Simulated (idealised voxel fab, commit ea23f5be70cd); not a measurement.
Process module under the name voxel transistor to metal
Square cell edge 5 nm, section width 300 nm, ID cut.
Think of the cross-section as a grid of square cells. We describe it in bands, top to bottom, and each band covers one or more rows of those cells.
Read a band's entry like this: the first values are the height of its top and the height of its bottom in nm, and what follows is the sequence of materials from left to right, each with its width in nm. Note that "blank" is empty space, and that a single material marked "full width" reaches across the band from edge to edge.
Beneath 0, the wafer as received is one material, and that level is where height counting begins. The lowest band goes on downward without a bottom; it is written like "from 0 down".
Think of "30 to 40" as a width that walks from the first number to the second as you go down the band, top row to bottom row, taking equal-sized steps from row to row.
You'll sometimes find "nothing altered" written for a step, and that's the way of saying that nowhere in the cross-section did a cell change during that step.
Any empty space of 8 cells or more lacking an open way to the top shows up in "Unvented internal voids" as width x height at distance, distance from the left edge, in nm.
after a step's settings: what the simulator itself notes on the step
The optional step-line setting "overlay nm" applies to steps with a mask and quantifies how far to the right of its planned location the mask lay, a negative value indicating leftward placement.

Steps in the process plan
1. RECEIVE,material Si
2. OXIDIZE,depth nm 5
3. CONFORMAL_DEP,material SiN,thk nm 10
4. MASKED_ETCH,tone cover,mask id ACTIVE,width nm 115,pitch nm 135,etch materials SiN,depth nm 10,overlay nm 0
5. MASKED_ETCH,tone cover,mask id ACTIVE,width nm 115,pitch nm 135,etch materials SiO2,depth nm 5,overlay nm 0
6. MASKED_ETCH,tone cover,mask id ACTIVE,width nm 115,pitch nm 135,etch materials Si,depth nm 35,overlay nm 0
7. OXIDIZE,depth nm 5
8. FILL_DEP,material SiO2,thk nm 10
9. CMP,height nm 10
10. SELECTIVE_ETCH,etch materials SiO2,depth nm 5
11. STRIP,etch materials SiN
12. SELECTIVE_ETCH,etch materials SiO2,depth nm 5
13. OXIDIZE,depth nm 5
14. DIRECTIONAL_DEP,material polySi,thk nm 20
15. DIRECTIONAL_DEP,material SiCN,thk nm 15
16. DIRECTIONAL_DEP,material aC,thk nm 10
17. PATTERN,tone cover,mask id GATE,material resist,width nm 25,pitch nm 135,thk nm 30,overlay nm 0
18. DIRECTIONAL_ETCH,etch materials aC,depth nm 10
19. STRIP,etch materials resist
20. DIRECTIONAL_ETCH,etch materials SiCN,depth nm 25
21. DIRECTIONAL_ETCH,etch materials polySi,depth nm 30
22. STRIP,etch materials aC
23. CONFORMAL_DEP,material SiO2,thk nm 5
24. DIRECTIONAL_ETCH,etch materials SiO2,depth nm 5
25. CONFORMAL_DEP,material SiN,thk nm 5
26. DIRECTIONAL_ETCH,etch materials SiN,depth nm 5
27. DIRECTIONAL_ETCH,etch materials SiO2,depth nm 5
28. DIRECTIONAL_ETCH,etch materials Si,depth nm 10
29. EPI,material pSi,thk nm 10
30. FILL_DEP,material SiO2,thk nm 5
31. CMP,height nm 15
32. STRIP,etch materials polySi
33. SELECTIVE_ETCH,etch materials SiO2,depth nm 5
34. CONFORMAL_DEP,material HfO2,thk nm 5
35. CONFORMAL_DEP,material TiN,thk nm 5
36. FILL_DEP,material W,thk nm 10
37. CMP,height nm 10
38. DIRECTIONAL_DEP,material SiO2,thk nm 15
39. MASKED_ETCH,tone open,mask id CONTACT,width nm 15,etch materials SiO2,depth nm 35,overlay nm 0
40. CONFORMAL_DEP,material TiN,thk nm 5
41. FILL_DEP,material Ru,thk nm 10
42. CMP,height nm 25
43. DIRECTIONAL_DEP,material TiN,thk nm 5
44. DIRECTIONAL_DEP,material Ru,thk nm 25
45. MASKED_ETCH,tone cover,mask id METAL_1,width nm 15,etch materials Ru,depth nm 25,overlay nm 0
46. MASKED_ETCH,tone cover,mask id METAL_1,width nm 15,etch materials TiN,depth nm 5,overlay nm 0
47. FILL_DEP,material lowk,thk nm 5
48. CMP,height nm 55
49. CONFORMAL_DEP,material SiN,thk nm 5

Cross-section of the wafer as it came to us, i.e., already through step 1
	from 0 down: Si full width
	Unvented internal voids: none

The cross-section shown corresponds to the wafer at the conclusion of the module. The initial structure and the process plan are those presented above; however, one mistake occurred in executing the plan
	from 60 to 55: SiN full width
	from 55 to 30: lowk 30, then Ru 25, then lowk 55, then Ru 25, then lowk 30, then Ru 25, then lowk 55, then Ru 25, then lowk 30
	from 30 to 25: lowk 30, then TiN 25, then lowk 55, then TiN 25, then lowk 30, then TiN 25, then lowk 55, then TiN 25, then lowk 30
	from 25 to 10: SiO2 35, then TiN 5, then Ru 5, then TiN 5, then SiO2 65, then TiN 5, then Ru 5, then TiN 5, then SiO2 40, then TiN 5, then Ru 5, then TiN 5, then SiO2 65, then TiN 5, then Ru 5, then TiN 5, then SiO2 35
	from 10 to 0: SiO2 35, then TiN 5, then Ru 5, then TiN 5, then SiO2 10, then SiN 5, then HfO2 5, then TiN 5, then W 15, then TiN 5, then HfO2 5, then SiN 5, then SiO2 10, then TiN 5, then Ru 5, then TiN 5, then SiO2 40, then TiN 5, then Ru 5, then TiN 5, then SiO2 10, then SiN 5, then HfO2 5, then TiN 5, then W 15, then TiN 5, then HfO2 5, then SiN 5, then SiO2 10, then TiN 5, then Ru 5, then TiN 5, then SiO2 35
	from 0 to -5: SiO2 25, then SiN 5, then SiO2 5, then TiN 5, then Ru 5, then TiN 5, then pSi 10, then SiN 5, then HfO2 5, then TiN 25, then HfO2 5, then SiN 5, then pSi 10, then TiN 5, then Ru 5, then TiN 5, then SiO2 5, then SiN 5, then SiO2 20, then SiN 5, then SiO2 5, then TiN 5, then Ru 5, then TiN 5, then pSi 10, then SiN 5, then HfO2 5, then TiN 25, then HfO2 5, then SiN 5, then pSi 10, then TiN 5, then Ru 5, then TiN 5, then SiO2 5, then SiN 5, then SiO2 25
	from -5 to -10: SiO2 35, then TiN 15, then pSi 10, then SiO2 5, then HfO2 35, then SiO2 5, then pSi 10, then TiN 15, then SiO2 40, then TiN 15, then pSi 10, then SiO2 5, then HfO2 35, then SiO2 5, then pSi 10, then TiN 15, then SiO2 35
	from -10 to -20: SiO2 30, then pSi 30, then Si 45, then pSi 30, then SiO2 30, then pSi 30, then Si 45, then pSi 30, then SiO2 30
	from -20 to -45: SiO2 30, then Si 105, then SiO2 30, then Si 105, then SiO2 30
	from -45 down: Si full width
	Unvented internal voids: none
The mistake made against the process plan was this: step 45 went in with a setting other than planned; the actual run was MASKED_ETCH,tone cover,mask id METAL_1,width nm 25,etch materials Ru,depth nm 25,overlay nm 0
